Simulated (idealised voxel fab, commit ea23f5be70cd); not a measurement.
A process module follows: voxel self aligned contacts.
185 nm wide, 5 nm square cells: that's cross-section cut.
Throughout this document, each cross-section is represented as a grid of square cells and is presented as a sequence of bands enumerated from the top downward, where a band comprises one or more rows of cells.
The entry gives the band's vertical extent as a top height and a bottom height in nm, then its horizontal make-up as materials from left to right, each with a width in nm. "blank" stands for empty space; a single material marked "edge to edge" fills the band edge to edge.
The level at which height equals 0 is the one under which the wafer, as it arrives, is entirely one material. No lower edge exists for the bottom band, which continues downward and is notated as in "from 0 down".
Read "30->40" as a graded width: first number on top, second number at the bottom, same change between each pair of neighbouring rows.
Any step labelled "all unchanged" changed none of the cells in the cross-section.
"Enclosed void entries" means: voids of 8 cells or more that are shut off from the top with no open way through. Written width x height at distance, distance from the left edge, in nm.
Step line, after settings: the simulator's comment on this step.
overlay nm: right-of-plan distance of the mask on a masked step; negative values mean left-of-plan.

-- The process steps that were planned are listed below
| 1 | RECEIVE, material Si |
| 2 | OXIDIZE, depth nm 5 |
| 3 | DIRECTIONAL_DEP, material polySi, thk nm 30 |
| 4 | DIRECTIONAL_DEP, material SiN, thk nm 15 |
| 5 | PATTERN, tone cover, mask id GATE, material resist, width nm 25, pitch nm 50, thk nm 15, overlay nm 0 |
| 6 | DIRECTIONAL_ETCH, etch materials SiN, depth nm 15 |
| 7 | DIRECTIONAL_ETCH, etch materials polySi, depth nm 30 |
| 8 | STRIP, etch materials resist |
| 9 | CONFORMAL_DEP, material SiN, thk nm 5 |
| 10 | DIRECTIONAL_ETCH, etch materials SiN, depth nm 5 |
| 11 | FILL_DEP, material SiO2, thk nm 15 |
| 12 | CMP, height nm 50 |
| 13 | MASKED_ETCH, tone open, mask id CONTACT, width nm 35, etch materials SiO2, depth nm 55, overlay nm 0 |
| 14 | CONFORMAL_DEP, material TiN, thk nm 5 |
| 15 | FILL_DEP, material W, thk nm 5 |
| 16 | CMP, height nm 50 |
| 17 | CONFORMAL_DEP, material SiCN, thk nm 5 |

-- Wafer, first of two, run as planned

-- As-received wafer cross-section (after step 1)
> from 0 down = Si edge to edge
> Enclosed void entries: none

-- Step 2 done - wafer cross-section
> from 0 to -5 = SiO2 edge to edge
> Under the height -5 nothing was changed.

-- Step 3 done - wafer cross-section
> from 30 to 0 = polySi edge to edge
> Under the height 0 nothing was changed.

-- Step 4 done - wafer cross-section
> from 45 to 30 = SiN edge to edge
> Under the height 30 nothing was changed.

-- Step 5 done - wafer cross-section
> from 60 to 45 = blank (55); resist (25); blank (25); resist (25); blank (55)
> Under the height 45 nothing was changed.

-- Step 6 done - wafer cross-section
> from 60 to 45 = blank (55); resist (25); blank (25); resist (25); blank (55)
> from 45 to 30 = blank (55); SiN (25); blank (25); SiN (25); blank (55)
> Under the height 30 nothing was changed.

-- Step 7 done - wafer cross-section
> from 60 to 45 = blank (55); resist (25); blank (25); resist (25); blank (55)
> from 45 to 30 = blank (55); SiN (25); blank (25); SiN (25); blank (55)
> from 30 to 0 = blank (55); polySi (25); blank (25); polySi (25); blank (55)
> Under the height 0 nothing was changed.

-- Step 8 done - wafer cross-section
> from 45 to 30 = blank (55); SiN (25); blank (25); SiN (25); blank (55)
> Under the height 30 nothing was changed.

-- Step 9 done - wafer cross-section
> from 50 to 30 = blank (50); SiN (35); blank (15); SiN (35); blank (50)
> from 30 to 5 = blank (50); SiN (5); polySi (25); SiN (5); blank (15); SiN (5); polySi (25); SiN (5); blank (50)
> from 5 to 0 = SiN (55); polySi (25); SiN (25); polySi (25); SiN (55)
> Under the height 0 nothing was changed.

-- Step 10 done - wafer cross-section
> from 45 to 30 = blank (50); SiN (35); blank (15); SiN (35); blank (50)
> from 30 to 0 = blank (50); SiN (5); polySi (25); SiN (5); blank (15); SiN (5); polySi (25); SiN (5); blank (50)
> Under the height 0 nothing was changed.

-- Step 11 done - wafer cross-section
> from 60 to 45 = SiO2 edge to edge
> from 45 to 30 = SiO2 (50); SiN (35); SiO2 (15); SiN (35); SiO2 (50)
> from 30 to 0 = SiO2 (50); SiN (5); polySi (25); SiN (5); SiO2 (15); SiN (5); polySi (25); SiN (5); SiO2 (50)
> Under the height 0 nothing was changed.

-- Step 12 done - wafer cross-section
> from 50 to 45 = SiO2 edge to edge
> Under the height 45 nothing was changed.

-- Step 13 done - wafer cross-section
> from 50 to 45 = SiO2 (75); blank (35); SiO2 (75)
> from 45 to 30 = SiO2 (50); SiN (35); blank (15); SiN (35); SiO2 (50)
> from 30 to 0 = SiO2 (50); SiN (5); polySi (25); SiN (5); blank (15); SiN (5); polySi (25); SiN (5); SiO2 (50)
> from 0 to -5 = SiO2 (85); blank (15); SiO2 (85)
> Under the height -5 nothing was changed.

-- Step 14 done - wafer cross-section
> from 55 to 50 = TiN (80); blank (25); TiN (80)
> from 50 to 45 = SiO2 (75); TiN (15); blank (5); TiN (15); SiO2 (75)
> from 45 to 30 = SiO2 (50); SiN (35); TiN (5); blank (5); TiN (5); SiN (35); SiO2 (50)
> from 30 to 0 = SiO2 (50); SiN (5); polySi (25); SiN (5); TiN (5); blank (5); TiN (5); SiN (5); polySi (25); SiN (5); SiO2 (50)
> from 0 to -5 = SiO2 (85); TiN (15); SiO2 (85)
> Under the height -5 nothing was changed.

-- Step 15 done - wafer cross-section
> from 60 to 55 = W edge to edge
> from 55 to 50 = TiN (80); W (25); TiN (80)
> from 50 to 45 = SiO2 (75); TiN (15); W (5); TiN (15); SiO2 (75)
> from 45 to 30 = SiO2 (50); SiN (35); TiN (5); W (5); TiN (5); SiN (35); SiO2 (50)
> from 30 to 0 = SiO2 (50); SiN (5); polySi (25); SiN (5); TiN (5); W (5); TiN (5); SiN (5); polySi (25); SiN (5); SiO2 (50)
> Under the height 0 nothing was changed.

-- Step 16 done - wafer cross-section
> from 50 to 45 = SiO2 (75); TiN (15); W (5); TiN (15); SiO2 (75)
> Under the height 45 nothing was changed.

-- Step 17 done - wafer cross-section
> from 55 to 50 = SiCN edge to edge
> Under the height 50 nothing was changed.

-- Second of two: same start, same plan, one run error; steps up to and including 4 match the first

-- Second wafer at the planned finish of step 5, seen in cross-section
> from 60 to 45 = resist (55); blank (25); resist (25); blank (25); resist (55)
> Under the height 45 nothing was changed.

-- Second wafer at the planned finish of step 6, seen in cross-section
> from 60 to 45 = resist (55); blank (25); resist (25); blank (25); resist (55)
> from 45 to 30 = SiN (55); blank (25); SiN (25); blank (25); SiN (55)
> Under the height 30 nothing was changed.

-- Second wafer at the planned finish of step 7, seen in cross-section
> from 60 to 45 = resist (55); blank (25); resist (25); blank (25); resist (55)
> from 45 to 30 = SiN (55); blank (25); SiN (25); blank (25); SiN (55)
> from 30 to 0 = polySi (55); blank (25); polySi (25); blank (25); polySi (55)
> Under the height 0 nothing was changed.

-- Second wafer at the planned finish of step 8, seen in cross-section
> from 45 to 30 = SiN (55); blank (25); SiN (25); blank (25); SiN (55)
> Under the height 30 nothing was changed.

-- Second wafer at the planned finish of step 9, seen in cross-section
> from 50 to 30 = SiN (60); blank (15); SiN (35); blank (15); SiN (60)
> from 30 to 5 = polySi (55); SiN (5); blank (15); SiN (5); polySi (25); SiN (5); blank (15); SiN (5); polySi (55)
> from 5 to 0 = polySi (55); SiN (25); polySi (25); SiN (25); polySi (55)
> Under the height 0 nothing was changed.

-- Second wafer at the planned finish of step 10, seen in cross-section
> from 45 to 30 = SiN (60); blank (15); SiN (35); blank (15); SiN (60)
> from 30 to 0 = polySi (55); SiN (5); blank (15); SiN (5); polySi (25); SiN (5); blank (15); SiN (5); polySi (55)
> Under the height 0 nothing was changed.

-- Second wafer at the planned finish of step 11, seen in cross-section
> from 60 to 45 = SiO2 edge to edge
> from 45 to 30 = SiN (60); SiO2 (15); SiN (35); SiO2 (15); SiN (60)
> from 30 to 0 = polySi (55); SiN (5); SiO2 (15); SiN (5); polySi (25); SiN (5); SiO2 (15); SiN (5); polySi (55)
> Under the height 0 nothing was changed.

-- Second wafer at the planned finish of step 12, seen in cross-section
> from 50 to 45 = SiO2 edge to edge
> Under the height 45 nothing was changed.

-- Second wafer at the planned finish of step 13, seen in cross-section
> from 50 to 45 = SiO2 (75); blank (35); SiO2 (75)
> Under the height 45 nothing was changed.

-- Second wafer at the planned finish of step 14, seen in cross-section
> from 55 to 50 = TiN (80); blank (25); TiN (80)
> from 50 to 45 = SiO2 (75); TiN (35); SiO2 (75)
> Under the height 45 nothing was changed.

-- Second wafer at the planned finish of step 15, seen in cross-section
> from 60 to 55 = W edge to edge
> from 55 to 50 = TiN (80); W (25); TiN (80)
> Under the height 50 nothing was changed.

-- Second wafer at the planned finish of step 16, seen in cross-section
> from 50 to 45 = SiO2 (75); TiN (35); SiO2 (75)
> Under the height 45 nothing was changed.

-- Second wafer at the planned finish of step 17, seen in cross-section
> from 55 to 50 = SiCN edge to edge
> Under the height 50 nothing was changed.
What was the processing mistake? it should be noted that step 5 was executed with settings other than those planned, the operation and settings actually applied being PATTERN, tone open, mask id GATE, material resist, width nm 25, pitch nm 50, thk nm 15, overlay nm 0
End check, counted in cells, second wafer has more or fewer of these materials than the first: SiN: 51 more | SiO2: 123 fewer | TiN: 20 fewer | W: 10 fewer | polySi: 102 more
